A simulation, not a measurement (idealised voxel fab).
Process module name: voxel wiring stack
For reference, the cross-section in this document is cut, with width 220 nm and square cells of 5 nm.
Notation: cross-section as square-cell grid; stated in bands, top first, going down; one or more cell rows per band.
In this notation a band is specified by the heights of its top and bottom, in that order and in nm, after which its materials appear from left to right, each paired with its width in nm. The word "everywhere" attached to a single material means that material fills the band from edge to edge; the word "air" stands for empty space.
Heights are reckoned from 0. Under this level, the received wafer is all of one material. The bottommost band is open-ended downward, for example "top 0, no bottom".
Width "30->40": first value at the band's top row of cells, second value at its bottom row, equal change from row to row.
"no alterations made" for a step: no cell of the cross-section changed in that step.
Listed in "Enclosed internal cavities": every empty space of 8 or more cells without an open way to the top. Form: width x height at distance, the distance being from the left edge, all in nm.
Anything after a step's settings on that line? It's the simulator's own note about the step.
overlay nm, on a step with a mask: how far to the right of its planned place the mask lay; to the left if negative
Guide to the pairs. Each holds a before and an after cross-section around one process step; the after cross-section is cut off at the lowest band that changed. Look under the pair for the step between them and its settings. Pairs can come from different runs of this module on the same starting wafer, so a pair follows on from the one above it only where its entry headed "Pre-process cross-section" says it does.

### Pre-process cross-section
> top 115, bottom 95: lowk 75 / air 5 / lowk 140
> top 95, bottom 90: lowk everywhere
> top 90, bottom 85: SiN 75 / lowk 5 / SiN 140
> top 85, bottom 70: lowk 70 / SiN 5 / lowk 5 / SiN 5 / lowk 135
> top 70, bottom 65: lowk 70 / SiN 15 / lowk 135
> top 65, bottom 45: lowk everywhere
> top 45, bottom 40: SiCN everywhere
> top 40, bottom 35: SiCN 65 / Ru 40 / SiCN 10 / Ru 40 / SiCN 65
> top 35, bottom 15: lowk 70 / TiN 5 / Cu 20 / TiN 5 / lowk 20 / TiN 5 / Cu 20 / TiN 5 / lowk 70
> top 15, bottom 10: SiN 70 / TiN 30 / SiN 20 / TiN 30 / SiN 70
> top 10, bottom 0: SiO2 everywhere
> top 0, no bottom: Si everywhere
> Enclosed internal cavities: none

### Resulting Cross-Section
> top 115, bottom 90: lowk 70 / air 30 / lowk 20 / air 30 / lowk 70
> top 90, bottom 85: SiN 75 / air 5 / SiN 140
> top 85, bottom 70: lowk 70 / SiN 5 / air 5 / SiN 5 / lowk 135
> Everything below 70 is unchanged.
> Enclosed internal cavities: none
The cross-sections above show the structure before and after this step: op MASKED_ETCH | tone open | mask id METAL_2 | width nm 30 | pitch nm 50 | etch materials lowk | depth nm 25 | overlay nm 0

Pre-process cross-section: same picture as after in the pair right above, so we don't repeat it.

### Resulting Cross-Section
> top 115, bottom 90: lowk 70 / air 30 / lowk 20 / air 30 / lowk 70
> top 90, bottom 85: SiN 70 / air 30 / SiN 20 / air 30 / SiN 70
> top 85, bottom 65: lowk 70 / SiN 5 / air 5 / SiN 5 / lowk 135
> Everything below 65 is unchanged.
> Enclosed internal cavities: none
The cross-sections above show the structure before and after this step: op MASKED_ETCH | tone open | mask id METAL_2 | width nm 30 | pitch nm 50 | etch materials SiN | depth nm 5 | overlay nm 0

Pre-process cross-section: same picture as after in the pair right above, so we don't repeat it.

### Resulting Cross-Section
> top 120, bottom 115: TiN 75 / air 20 / TiN 30 / air 20 / TiN 75
> top 115, bottom 90: lowk 70 / TiN 5 / air 20 / TiN 5 / lowk 20 / TiN 5 / air 20 / TiN 5 / lowk 70
> top 90, bottom 85: SiN 70 / TiN 30 / SiN 20 / TiN 30 / SiN 70
> top 85, bottom 65: lowk 70 / SiN 5 / TiN 5 / SiN 5 / lowk 135
> Everything below 65 is unchanged.
> Enclosed internal cavities: none
The cross-sections above show the structure before and after this step: op CONFORMAL_DEP | material TiN | thk nm 5

Pre-process cross-section: same picture as after in the pair right above, so we don't repeat it.

### Resulting Cross-Section
> top 130, bottom 120: W everywhere
> top 120, bottom 115: TiN 75 / W 20 / TiN 30 / W 20 / TiN 75
> top 115, bottom 90: lowk 70 / TiN 5 / W 20 / TiN 5 / lowk 20 / TiN 5 / W 20 / TiN 5 / lowk 70
> Everything below 90 is unchanged.
> Enclosed internal cavities: none
The cross-sections above show the structure before and after this step: op FILL_DEP | material W | thk nm 10

Pre-process cross-section: same picture as after in the pair right above, so we don't repeat it.

### Resulting Cross-Section
> top 95, bottom 90: lowk 70 / TiN 5 / W 20 / TiN 5 / lowk 20 / TiN 5 / W 20 / TiN 5 / lowk 70
> Everything below 90 is unchanged.
> Enclosed internal cavities: none
The cross-sections above show the structure before and after this step: op CMP | height nm 95

Pre-process cross-section: same picture as after in the pair right above, so we don't repeat it.

### Resulting Cross-Section
> top 100, bottom 95: SiCN everywhere
> Everything below 95 is unchanged.
> Enclosed internal cavities: none
The cross-sections above show the structure before and after this step: op CONFORMAL_DEP | material SiCN | thk nm 5

Pre-process cross-section: same picture as after in the pair right above, so we don't repeat it.

### Resulting Cross-Section
> top 115, bottom 100: SiO2 everywhere
> Everything below 100 is unchanged.
> Enclosed internal cavities: none
The cross-sections above show the structure before and after this step: op DIRECTIONAL_DEP | material SiO2 | thk nm 15

Pre-process cross-section: same picture as after in the pair right above, so we don't repeat it.

### Resulting Cross-Section
> top 135, bottom 115: resist 70 / air 15 / resist 35 / air 15 / resist 85
> Everything below 115 is unchanged.
> Enclosed internal cavities: none
The cross-sections above show the structure before and after this step: op PATTERN | tone open | mask id PLUG_2 | material resist | width nm 15 | pitch nm 50 | thk nm 20 | overlay nm 0

Pre-process cross-section: same picture as after in the pair right above, so we don't repeat it.

### Resulting Cross-Section
> top 135, bottom 115: resist 70 / air 15 / resist 35 / air 15 / resist 85
> top 115, bottom 100: SiO2 70 / air 15 / SiO2 35 / air 15 / SiO2 85
> Everything below 100 is unchanged.
> Enclosed internal cavities: none
The cross-sections above show the structure before and after this step: op DIRECTIONAL_ETCH | etch materials SiO2 | depth nm 15

Pre-process cross-section: same picture as after in the pair right above, so we don't repeat it.

### Resulting Cross-Section
> top 135, bottom 115: resist 70 / air 15 / resist 35 / air 15 / resist 85
> top 115, bottom 100: SiO2 70 / air 15 / SiO2 35 / air 15 / SiO2 85
> top 100, bottom 95: SiCN 70 / air 15 / SiCN 35 / air 15 / SiCN 85
> Everything below 95 is unchanged.
> Enclosed internal cavities: none
The cross-sections above show the structure before and after this step: op DIRECTIONAL_ETCH | etch materials SiCN | depth nm 5

Pre-process cross-section: same picture as after in the pair right above, so we don't repeat it.

### Resulting Cross-Section
> top 115, bottom 100: SiO2 70 / air 15 / SiO2 35 / air 15 / SiO2 85
> Everything below 100 is unchanged.
> Enclosed internal cavities: none
The cross-sections above show the structure before and after this step: op STRIP | etch materials resist

Pre-process cross-section: same picture as after in the pair right above, so we don't repeat it.

### Resulting Cross-Section
> top 115, bottom 105: SiO2 70 / air 15 / SiO2 35 / air 15 / SiO2 85
> top 105, bottom 100: SiO2 70 / Ru 15 / SiO2 35 / Ru 15 / SiO2 85
> top 100, bottom 95: SiCN 70 / Ru 15 / SiCN 35 / Ru 15 / SiCN 85
> Everything below 95 is unchanged.
> Enclosed internal cavities: none
The cross-sections above show the structure before and after this step: op EPI | material Ru | thk nm 10

Pre-process cross-section: same picture as after in the pair right above, so we don't repeat it.

### Resulting Cross-Section
> top 115, bottom 100: SiO2 70 / Ru 15 / SiO2 35 / Ru 15 / SiO2 85
> Everything below 100 is unchanged.
> Enclosed internal cavities: none
The cross-sections above show the structure before and after this step: op EPI | material Ru | thk nm 10

Pre-process cross-section: same picture as after in the pair right above, so we don't repeat it.

### Resulting Cross-Section
> top 120, bottom 115: SiCN everywhere
> Everything below 115 is unchanged.
> Enclosed internal cavities: none
The cross-sections above show the structure before and after this step: op CONFORMAL_DEP | material SiCN | thk nm 5

Pre-process cross-section: same picture as after in the pair right above, so we don't repeat it.

### Resulting Cross-Section
> top 135, bottom 120: SiO2 everywhere
> Everything below 120 is unchanged.
> Enclosed internal cavities: none
The cross-sections above show the structure before and after this step: op DIRECTIONAL_DEP | material SiO2 | thk nm 15

Pre-process cross-section: same picture as after in the pair right above, so we don't repeat it.

### Resulting Cross-Section
> top 135, bottom 120: SiO2 70 / air 30 / SiO2 20 / air 30 / SiO2 70
> Everything below 120 is unchanged.
> Enclosed internal cavities: none
The cross-sections above show the structure before and after this step: op MASKED_ETCH | tone open | mask id METAL_3 | width nm 30 | pitch nm 50 | etch materials SiO2 | depth nm 15 | overlay nm 0

Pre-process cross-section: same picture as after in the pair right above, so we don't repeat it.

### Resulting Cross-Section
> top 135, bottom 120: SiO2 70 / air 30 / SiO2 20 / air 30 / SiO2 70
> top 120, bottom 115: SiCN 70 / air 30 / SiCN 20 / air 30 / SiCN 70
> Everything below 115 is unchanged.
> Enclosed internal cavities: none
The cross-sections above show the structure before and after this step: op MASKED_ETCH | tone open | mask id METAL_3 | width nm 30 | pitch nm 50 | etch materials SiCN | depth nm 5 | overlay nm 0

Pre-process cross-section: same picture as after in the pair right above, so we don't repeat it.

### Resulting Cross-Section
> top 140, bottom 135: TiN 75 / air 20 / TiN 30 / air 20 / TiN 75
> top 135, bottom 120: SiO2 70 / TiN 5 / air 20 / TiN 5 / SiO2 20 / TiN 5 / air 20 / TiN 5 / SiO2 70
> top 120, bottom 115: SiCN 70 / TiN 30 / SiCN 20 / TiN 30 / SiCN 70
> Everything below 115 is unchanged.
> Enclosed internal cavities: none
The cross-sections above show the structure before and after this step: op CONFORMAL_DEP | material TiN | thk nm 5

Pre-process cross-section: same picture as after in the pair right above, so we don't repeat it.

### Resulting Cross-Section
> top 145, bottom 140: W everywhere
> top 140, bottom 135: TiN 75 / W 20 / TiN 30 / W 20 / TiN 75
> top 135, bottom 120: SiO2 70 / TiN 5 / W 20 / TiN 5 / SiO2 20 / TiN 5 / W 20 / TiN 5 / SiO2 70
> Everything below 120 is unchanged.
> Enclosed internal cavities: none
The cross-sections above show the structure before and after this step: op FILL_DEP | material W | thk nm 5

Pre-process cross-section: same picture as after in the pair right above, so we don't repeat it.

### Resulting Cross-Section
> top 135, bottom 120: SiO2 70 / TiN 5 / W 20 / TiN 5 / SiO2 20 / TiN 5 / W 20 / TiN 5 / SiO2 70
> Everything below 120 is unchanged.
> Enclosed internal cavities: none
The cross-sections above show the structure before and after this step: op CMP | height nm 135

Pre-process cross-section: same picture as after in the pair right above, so we don't repeat it.

### Resulting Cross-Section
> top 140, bottom 135: air 65 / Ru 40 / air 10 / Ru 40 / air 65
> Everything below 135 is unchanged.
> Enclosed internal cavities: none
The cross-sections above show the structure before and after this step: op EPI | material Ru | thk nm 5

Pre-process cross-section: same picture as after in the pair right above, so we don't repeat it.

### Resulting Cross-Section
> top 145, bottom 140: SiCN everywhere
> top 140, bottom 135: SiCN 65 / Ru 40 / SiCN 10 / Ru 40 / SiCN 65
> Everything below 135 is unchanged.
> Enclosed internal cavities: none
The cross-sections above show the structure before and after this step: op FILL_DEP | material SiCN | thk nm 5

Pre-process cross-section: same picture as after in the pair right above, so we don't repeat it.

### Resulting Cross-Section
> top 155, bottom 145: SiO2 everywhere
> Everything below 145 is unchanged.
> Enclosed internal cavities: none
The cross-sections above show the structure before and after this step: op DIRECTIONAL_DEP | material SiO2 | thk nm 10

Pre-process cross-section: same picture as after in the pair right above, so we don't repeat it.

### Resulting Cross-Section
> top 155, bottom 145: SiO2 70 / air 15 / SiO2 35 / air 15 / SiO2 85
> Everything below 145 is unchanged.
> Enclosed internal cavities: none
The cross-sections above show the structure before and after this step: op MASKED_ETCH | tone open | mask id PLUG_3 | width nm 15 | pitch nm 50 | etch materials SiO2 | depth nm 10 | overlay nm 0

Pre-process cross-section: same picture as after in the pair right above, so we don't repeat it.

### Resulting Cross-Section
> top 155, bottom 145: SiO2 70 / air 15 / SiO2 35 / air 15 / SiO2 85
> top 145, bottom 140: SiCN 70 / air 15 / SiCN 35 / air 15 / SiCN 85
> Everything below 140 is unchanged.
> Enclosed internal cavities: none
The cross-sections above show the structure before and after this step: op MASKED_ETCH | tone open | mask id PLUG_3 | width nm 15 | pitch nm 50 | etch materials SiCN | depth nm 5 | overlay nm 0

Pre-process cross-section: same picture as after in the pair right above, so we don't repeat it.

### Resulting Cross-Section
> top 155, bottom 150: SiO2 70 / air 15 / SiO2 35 / air 15 / SiO2 85
> top 150, bottom 145: SiO2 70 / Ru 15 / SiO2 35 / Ru 15 / SiO2 85
> top 145, bottom 135: SiCN 70->65 / Ru 15->40 / SiCN 35->10 / Ru 15->40 / SiCN 85->65
> Everything below 135 is unchanged.
> Enclosed internal cavities: none
The cross-sections above show the structure before and after this step: op EPI | material Ru | thk nm 10

Pre-process cross-section: same picture as after in the pair right above, so we don't repeat it.

### Resulting Cross-Section
> top 155, bottom 145: SiO2 70 / Ru 15 / SiO2 35 / Ru 15 / SiO2 85
> Everything below 145 is unchanged.
> Enclosed internal cavities: none
The cross-sections above show the structure before and after this step: op EPI | material Ru | thk nm 5

Pre-process cross-section: same picture as after in the pair right above, so we don't repeat it.

### Resulting Cross-Section
> top 160, bottom 155: SiCN everywhere
> Everything below 155 is unchanged.
> Enclosed internal cavities: none
The cross-sections above show the structure before and after this step: op CONFORMAL_DEP | material SiCN | thk nm 5

Pre-process cross-section: same picture as after in the pair right above, so we don't repeat it.

### Resulting Cross-Section
> top 175, bottom 160: lowk everywhere
> Everything below 160 is unchanged.
> Enclosed internal cavities: none
The cross-sections above show the structure before and after this step: op DIRECTIONAL_DEP | material lowk | thk nm 15

Pre-process cross-section: same picture as after in the pair right above, so we don't repeat it.

### Resulting Cross-Section
> top 175, bottom 160: lowk 70 / air 30 / lowk 20 / air 30 / lowk 70
> Everything below 160 is unchanged.
> Enclosed internal cavities: none
The cross-sections above show the structure before and after this step: op MASKED_ETCH | tone open | mask id METAL_4 | width nm 30 | pitch nm 50 | etch materials lowk | depth nm 15 | overlay nm 0

Pre-process cross-section: same picture as after in the pair right above, so we don't repeat it.

### Resulting Cross-Section
> top 175, bottom 160: lowk 70 / air 30 / lowk 20 / air 30 / lowk 70
> top 160, bottom 155: SiCN 70 / air 30 / SiCN 20 / air 30 / SiCN 70
> Everything below 155 is unchanged.
> Enclosed internal cavities: none
The cross-sections above show the structure before and after this step: op MASKED_ETCH | tone open | mask id METAL_4 | width nm 30 | pitch nm 50 | etch materials SiCN | depth nm 5 | overlay nm 0

Pre-process cross-section: same picture as after in the pair right above, so we don't repeat it.

### Resulting Cross-Section
> top 180, bottom 175: TiN 75 / air 20 / TiN 30 / air 20 / TiN 75
> top 175, bottom 160: lowk 70 / TiN 5 / air 20 / TiN 5 / lowk 20 / TiN 5 / air 20 / TiN 5 / lowk 70
> top 160, bottom 155: SiCN 70 / TiN 30 / SiCN 20 / TiN 30 / SiCN 70
> Everything below 155 is unchanged.
> Enclosed internal cavities: none
The cross-sections above show the structure before and after this step: op CONFORMAL_DEP | material TiN | thk nm 5

Pre-process cross-section: same picture as after in the pair right above, so we don't repeat it.

### Resulting Cross-Section
> top 190, bottom 180: W everywhere
> top 180, bottom 175: TiN 75 / W 20 / TiN 30 / W 20 / TiN 75
> top 175, bottom 160: lowk 70 / TiN 5 / W 20 / TiN 5 / lowk 20 / TiN 5 / W 20 / TiN 5 / lowk 70
> Everything below 160 is unchanged.
> Enclosed internal cavities: none
The cross-sections above show the structure before and after this step: op FILL_DEP | material W | thk nm 10

Pre-process cross-section: same picture as after in the pair right above, so we don't repeat it.

### Resulting Cross-Section
> top 175, bottom 160: lowk 70 / TiN 5 / W 20 / TiN 5 / lowk 20 / TiN 5 / W 20 / TiN 5 / lowk 70
> Everything below 160 is unchanged.
> Enclosed internal cavities: none
The cross-sections above show the structure before and after this step: op CMP | height nm 175

Pre-process cross-section: same picture as after in the pair right above, so we don't repeat it.

### Resulting Cross-Section
> top 180, bottom 175: SiCN everywhere
> Everything below 175 is unchanged.
> Enclosed internal cavities: none
The cross-sections above show the structure before and after this step: op CONFORMAL_DEP | material SiCN | thk nm 5

### Pre-process cross-section
> top 140, bottom 135: air 65 / Ru 40 / air 10 / Ru 40 / air 65
> top 135, bottom 120: SiO2 70 / TiN 5 / W 20 / TiN 5 / SiO2 20 / TiN 5 / W 20 / TiN 5 / SiO2 70
> top 120, bottom 115: SiCN 70 / TiN 30 / SiCN 20 / TiN 30 / SiCN 70
> top 115, bottom 100: SiO2 70 / Ru 15 / SiO2 35 / Ru 15 / SiO2 85
> top 100, bottom 95: SiCN 70 / Ru 15 / SiCN 35 / Ru 15 / SiCN 85
> top 95, bottom 70: lowk 70 / TiN 5 / W 20 / TiN 5 / lowk 20 / TiN 5 / W 20 / TiN 5 / lowk 70
> top 70, bottom 65: SiN 70 / TiN 30 / SiN 20 / TiN 30 / SiN 70
> top 65, bottom 45: lowk 70 / Ru 15 / lowk 135
> top 45, bottom 40: SiCN 70 / Ru 15 / SiCN 135
> top 40, bottom 35: SiCN 65 / Ru 40 / SiCN 10 / Ru 40 / SiCN 65
> top 35, bottom 15: lowk 70 / TiN 5 / Cu 20 / TiN 5 / lowk 20 / TiN 5 / Cu 20 / TiN 5 / lowk 70
> top 15, bottom 10: SiN 70 / TiN 30 / SiN 20 / TiN 30 / SiN 70
> top 10, bottom 0: SiO2 everywhere
> top 0, no bottom: Si everywhere
> Enclosed internal cavities: none

### Resulting Cross-Section
> top 150, bottom 145: air 65 / SiO2 40 / air 10 / SiO2 40 / air 65
> top 145, bottom 140: SiO2 everywhere
> top 140, bottom 135: SiO2 65 / Ru 40 / SiO2 10 / Ru 40 / SiO2 65
> Everything below 135 is unchanged.
> Enclosed internal cavities: none
The cross-sections above show the structure before and after this step: op DIRECTIONAL_DEP | material SiO2 | thk nm 10

Pre-process cross-section: same picture as after in the pair right above, so we don't repeat it.

### Resulting Cross-Section
> top 155, bottom 150: SiCN everywhere
> top 150, bottom 145: SiCN 65 / SiO2 40 / SiCN 10 / SiO2 40 / SiCN 65
> Everything below 145 is unchanged.
> Enclosed internal cavities: none
The cross-sections above show the structure before and after this step: op FILL_DEP | material SiCN | thk nm 5

Pre-process cross-section: same picture as after in the pair right above, so we don't repeat it.

### Resulting Cross-Section
> top 155, bottom 150: SiCN 70 / air 15 / SiCN 35 / air 15 / SiCN 85
> Everything below 150 is unchanged.
> Enclosed internal cavities: none
The cross-sections above show the structure before and after this step: op MASKED_ETCH | tone open | mask id PLUG_3 | width nm 15 | pitch nm 50 | etch materials SiCN | depth nm 5 | overlay nm 0

Pre-process cross-section: same picture as after in the pair right above, so we don't repeat it.

### Resulting Cross-Section
> top 160, bottom 155: SiCN 75 / air 5 / SiCN 45 / air 5 / SiCN 90
> top 155, bottom 150: SiCN everywhere
> Everything below 150 is unchanged.
> Enclosed internal cavities: none
The cross-sections above show the structure before and after this step: op CONFORMAL_DEP | material SiCN | thk nm 5

Pre-process cross-section: same picture as after in the pair right above, so we don't repeat it.

### Resulting Cross-Section
> top 175, bottom 170: lowk 75 / air 5 / lowk 45 / air 5 / lowk 90
> top 170, bottom 160: lowk everywhere
> top 160, bottom 155: SiCN 75 / lowk 5 / SiCN 45 / lowk 5 / SiCN 90
> Everything below 155 is unchanged.
> Enclosed internal cavities: none
The cross-sections above show the structure before and after this step: op DIRECTIONAL_DEP | material lowk | thk nm 15

Pre-process cross-section: same picture as after in the pair right above, so we don't repeat it.

### Resulting Cross-Section
> top 175, bottom 160: lowk 70 / air 30 / lowk 20 / air 30 / lowk 70
> top 160, bottom 155: SiCN 75 / air 5 / SiCN 45 / air 5 / SiCN 90
> Everything below 155 is unchanged.
> Enclosed internal cavities: none
The cross-sections above show the structure before and after this step: op MASKED_ETCH | tone open | mask id METAL_4 | width nm 30 | pitch nm 50 | etch materials lowk | depth nm 15 | overlay nm 0

Pre-process cross-section: same picture as after in the pair right above, so we don't repeat it.

### Resulting Cross-Section
> top 175, bottom 160: lowk 70 / air 30 / lowk 20 / air 30 / lowk 70
> top 160, bottom 150: SiCN 70->75 / air 30->5 / SiCN 20->45 / air 30->5 / SiCN 70->90
> Everything below 150 is unchanged.
> Enclosed internal cavities: none
The cross-sections above show the structure before and after this step: op MASKED_ETCH | tone open | mask id METAL_4 | width nm 30 | pitch nm 50 | etch materials SiCN | depth nm 5 | overlay nm 0

Pre-process cross-section: same picture as after in the pair right above, so we don't repeat it.

### Resulting Cross-Section
> top 180, bottom 175: TiN 75 / air 20 / TiN 30 / air 20 / TiN 75
> top 175, bottom 160: lowk 70 / TiN 5 / air 20 / TiN 5 / lowk 20 / TiN 5 / air 20 / TiN 5 / lowk 70
> top 160, bottom 150: SiCN 70->75 / TiN 30->5 / SiCN 20->45 / TiN 30->5 / SiCN 70->90
> Everything below 150 is unchanged.
> Enclosed internal cavities: none
The cross-sections above show the structure before and after this step: op CONFORMAL_DEP | material TiN | thk nm 5

Pre-process cross-section: same picture as after in the pair right above, so we don't repeat it.

### Resulting Cross-Section
> top 190, bottom 180: W everywhere
> top 180, bottom 175: TiN 75 / W 20 / TiN 30 / W 20 / TiN 75
> top 175, bottom 160: lowk 70 / TiN 5 / W 20 / TiN 5 / lowk 20 / TiN 5 / W 20 / TiN 5 / lowk 70
> Everything below 160 is unchanged.
> Enclosed internal cavities: none
The cross-sections above show the structure before and after this step: op FILL_DEP | material W | thk nm 10

Pre-process cross-section: same picture as after in the pair right above, so we don't repeat it.

### Resulting Cross-Section
> top 175, bottom 160: lowk 70 / TiN 5 / W 20 / TiN 5 / lowk 20 / TiN 5 / W 20 / TiN 5 / lowk 70
> Everything below 160 is unchanged.
> Enclosed internal cavities: none
The cross-sections above show the structure before and after this step: op CMP | height nm 175

Pre-process cross-section: same picture as after in the pair right above, so we don't repeat it.

### Resulting Cross-Section
> top 180, bottom 175: SiCN everywhere
> Everything below 175 is unchanged.
> Enclosed internal cavities: none
The cross-sections above show the structure before and after this step: op CONFORMAL_DEP | material SiCN | thk nm 5

### Pre-process cross-section
> top 50, bottom 40: Cu everywhere
> top 40, bottom 35: TiN 75 / Cu 20 / TiN 30 / Cu 20 / TiN 75
> top 35, bottom 15: lowk 70 / TiN 5 / Cu 20 / TiN 5 / lowk 20 / TiN 5 / Cu 20 / TiN 5 / lowk 70
> top 15, bottom 10: SiN 70 / TiN 30 / SiN 20 / TiN 30 / SiN 70
> top 10, bottom 0: SiO2 everywhere
> top 0, no bottom: Si everywhere
> Enclosed internal cavities: none

### Resulting Cross-Section
> top 40, bottom 35: TiN 75 / Cu 20 / TiN 30 / Cu 20 / TiN 75
> Everything below 35 is unchanged.
> Enclosed internal cavities: none
The cross-sections above show the structure before and after this step: op CMP | height nm 40

Pre-process cross-section: same picture as after in the pair right above, so we don't repeat it.

### Resulting Cross-Section
> top 45, bottom 40: Ru everywhere
> Everything below 40 is unchanged.
> Enclosed internal cavities: none
The cross-sections above show the structure before and after this step: op EPI | material Ru | thk nm 5

Pre-process cross-section: same picture as after in the pair right above, so we don't repeat it.

### Resulting Cross-Section
> top 50, bottom 45: SiCN everywhere
> Everything below 45 is unchanged.
> Enclosed internal cavities: none
The cross-sections above show the structure before and after this step: op FILL_DEP | material SiCN | thk nm 5

Pre-process cross-section: same picture as after in the pair right above, so we don't repeat it.

### Resulting Cross-Section
> top 70, bottom 50: lowk everywhere
> Everything below 50 is unchanged.
> Enclosed internal cavities: none
The cross-sections above show the structure before and after this step: op DIRECTIONAL_DEP | material lowk | thk nm 20

Pre-process cross-section: same picture as after in the pair right above, so we don't repeat it.

### Resulting Cross-Section
> top 70, bottom 50: lowk 70 / air 15 / lowk 135
> Everything below 50 is unchanged.
> Enclosed internal cavities: none
The cross-sections above show the structure before and after this step: op MASKED_ETCH | tone open | mask id PLUG_1 | width nm 15 | etch materials lowk | depth nm 20 | overlay nm 0

Pre-process cross-section: same picture as after in the pair right above, so we don't repeat it.

### Resulting Cross-Section
> top 70, bottom 50: lowk 70 / air 15 / lowk 135
> top 50, bottom 45: SiCN 70 / air 15 / SiCN 135
> Everything below 45 is unchanged.
> Enclosed internal cavities: none
The cross-sections above show the structure before and after this step: op MASKED_ETCH | tone open | mask id PLUG_1 | width nm 15 | etch materials SiCN | depth nm 5 | overlay nm 0

Pre-process cross-section: same picture as after in the pair right above, so we don't repeat it.

### Resulting Cross-Section
> top 70, bottom 55: lowk 70 / air 15 / lowk 135
> top 55, bottom 50: lowk 70 / Ru 15 / lowk 135
> top 50, bottom 45: SiCN 70 / Ru 15 / SiCN 135
> Everything below 45 is unchanged.
> Enclosed internal cavities: none
The cross-sections above show the structure before and after this step: op EPI | material Ru | thk nm 10

Pre-process cross-section: same picture as after in the pair right above, so we don't repeat it.

### Resulting Cross-Section
> top 70, bottom 65: lowk 70 / air 15 / lowk 135
> top 65, bottom 50: lowk 70 / Ru 15 / lowk 135
> Everything below 50 is unchanged.
> Enclosed internal cavities: none
The cross-sections above show the structure before and after this step: op EPI | material Ru | thk nm 10

Pre-process cross-section: same picture as after in the pair right above, so we don't repeat it.

### Resulting Cross-Section
> top 70, bottom 50: lowk 70 / Ru 15 / lowk 135
> Everything below 50 is unchanged.
> Enclosed internal cavities: none
The cross-sections above show the structure before and after this step: op EPI | material Ru | thk nm 5

Pre-process cross-section: same picture as after in the pair right above, so we don't repeat it.

### Resulting Cross-Section
> top 75, bottom 70: SiN everywhere
> Everything below 70 is unchanged.
> Enclosed internal cavities: none
The cross-sections above show the structure before and after this step: op CONFORMAL_DEP | material SiN | thk nm 5

Pre-process cross-section: same picture as after in the pair right above, so we don't repeat it.

### Resulting Cross-Section
> top 100, bottom 75: lowk everywhere
> Everything below 75 is unchanged.
> Enclosed internal cavities: none
The cross-sections above show the structure before and after this step: op DIRECTIONAL_DEP | material lowk | thk nm 25

Pre-process cross-section: same picture as after in the pair right above, so we don't repeat it.

### Resulting Cross-Section
> top 100, bottom 75: lowk 70 / air 30 / lowk 20 / air 30 / lowk 70
> Everything below 75 is unchanged.
> Enclosed internal cavities: none
The cross-sections above show the structure before and after this step: op MASKED_ETCH | tone open | mask id METAL_2 | width nm 30 | pitch nm 50 | etch materials lowk | depth nm 25 | overlay nm 0

Pre-process cross-section: same picture as after in the pair right above, so we don't repeat it.

### Resulting Cross-Section
> top 100, bottom 75: lowk 70 / air 30 / lowk 20 / air 30 / lowk 70
> top 75, bottom 70: SiN 70 / air 30 / SiN 20 / air 30 / SiN 70
> Everything below 70 is unchanged.
> Enclosed internal cavities: none
The cross-sections above show the structure before and after this step: op MASKED_ETCH | tone open | mask id METAL_2 | width nm 30 | pitch nm 50 | etch materials SiN | depth nm 5 | overlay nm 0

Pre-process cross-section: same picture as after in the pair right above, so we don't repeat it.

### Resulting Cross-Section
> top 105, bottom 100: TiN 75 / air 20 / TiN 30 / air 20 / TiN 75
> top 100, bottom 75: lowk 70 / TiN 5 / air 20 / TiN 5 / lowk 20 / TiN 5 / air 20 / TiN 5 / lowk 70
> top 75, bottom 70: SiN 70 / TiN 30 / SiN 20 / TiN 30 / SiN 70
> Everything below 70 is unchanged.
> Enclosed internal cavities: none
The cross-sections above show the structure before and after this step: op CONFORMAL_DEP | material TiN | thk nm 5

Pre-process cross-section: same picture as after in the pair right above, so we don't repeat it.

### Resulting Cross-Section
> top 115, bottom 105: W everywhere
> top 105, bottom 100: TiN 75 / W 20 / TiN 30 / W 20 / TiN 75
> top 100, bottom 75: lowk 70 / TiN 5 / W 20 / TiN 5 / lowk 20 / TiN 5 / W 20 / TiN 5 / lowk 70
> Everything below 75 is unchanged.
> Enclosed internal cavities: none
The cross-sections above show the structure before and after this step: op FILL_DEP | material W | thk nm 10

Pre-process cross-section: same picture as after in the pair right above, so we don't repeat it.

### Resulting Cross-Section
> top 95, bottom 75: lowk 70 / TiN 5 / W 20 / TiN 5 / lowk 20 / TiN 5 / W 20 / TiN 5 / lowk 70
> Everything below 75 is unchanged.
> Enclosed internal cavities: none
The cross-sections above show the structure before and after this step: op CMP | height nm 95

Pre-process cross-section: same picture as after in the pair right above, so we don't repeat it.

### Resulting Cross-Section
> top 100, bottom 95: SiCN everywhere
> Everything below 95 is unchanged.
> Enclosed internal cavities: none
The cross-sections above show the structure before and after this step: op CONFORMAL_DEP | material SiCN | thk nm 5

Pre-process cross-section: same picture as after in the pair right above, so we don't repeat it.

### Resulting Cross-Section
> top 115, bottom 100: SiO2 everywhere
> Everything below 100 is unchanged.
> Enclosed internal cavities: none
The cross-sections above show the structure before and after this step: op DIRECTIONAL_DEP | material SiO2 | thk nm 15

Pre-process cross-section: same picture as after in the pair right above, so we don't repeat it.

### Resulting Cross-Section
> top 135, bottom 115: resist 70 / air 15 / resist 35 / air 15 / resist 85
> Everything below 115 is unchanged.
> Enclosed internal cavities: none
The cross-sections above show the structure before and after this step: op PATTERN | tone open | mask id PLUG_2 | material resist | width nm 15 | pitch nm 50 | thk nm 20 | overlay nm 0

Pre-process cross-section: same picture as after in the pair right above, so we don't repeat it.

### Resulting Cross-Section
> top 135, bottom 115: resist 70 / air 15 / resist 35 / air 15 / resist 85
> top 115, bottom 100: SiO2 70 / air 15 / SiO2 35 / air 15 / SiO2 85
> Everything below 100 is unchanged.
> Enclosed internal cavities: none
The cross-sections above show the structure before and after this step: op DIRECTIONAL_ETCH | etch materials SiO2 | depth nm 15

Pre-process cross-section: same picture as after in the pair right above, so we don't repeat it.

### Resulting Cross-Section
> top 135, bottom 115: resist 70 / air 15 / resist 35 / air 15 / resist 85
> top 115, bottom 100: SiO2 70 / air 15 / SiO2 35 / air 15 / SiO2 85
> top 100, bottom 95: SiCN 70 / air 15 / SiCN 35 / air 15 / SiCN 85
> Everything below 95 is unchanged.
> Enclosed internal cavities: none
The cross-sections above show the structure before and after this step: op DIRECTIONAL_ETCH | etch materials SiCN | depth nm 5

Pre-process cross-section: same picture as after in the pair right above, so we don't repeat it.

### Resulting Cross-Section
> top 115, bottom 100: SiO2 70 / air 15 / SiO2 35 / air 15 / SiO2 85
> Everything below 100 is unchanged.
> Enclosed internal cavities: none
The cross-sections above show the structure before and after this step: op STRIP | etch materials resist

Pre-process cross-section: same picture as after in the pair right above, so we don't repeat it.

### Resulting Cross-Section
> top 115, bottom 105: SiO2 70 / air 15 / SiO2 35 / air 15 / SiO2 85
> top 105, bottom 100: SiO2 70 / Ru 15 / SiO2 35 / Ru 15 / SiO2 85
> top 100, bottom 95: SiCN 70 / Ru 15 / SiCN 35 / Ru 15 / SiCN 85
> Everything below 95 is unchanged.
> Enclosed internal cavities: none
The cross-sections above show the structure before and after this step: op EPI | material Ru | thk nm 10
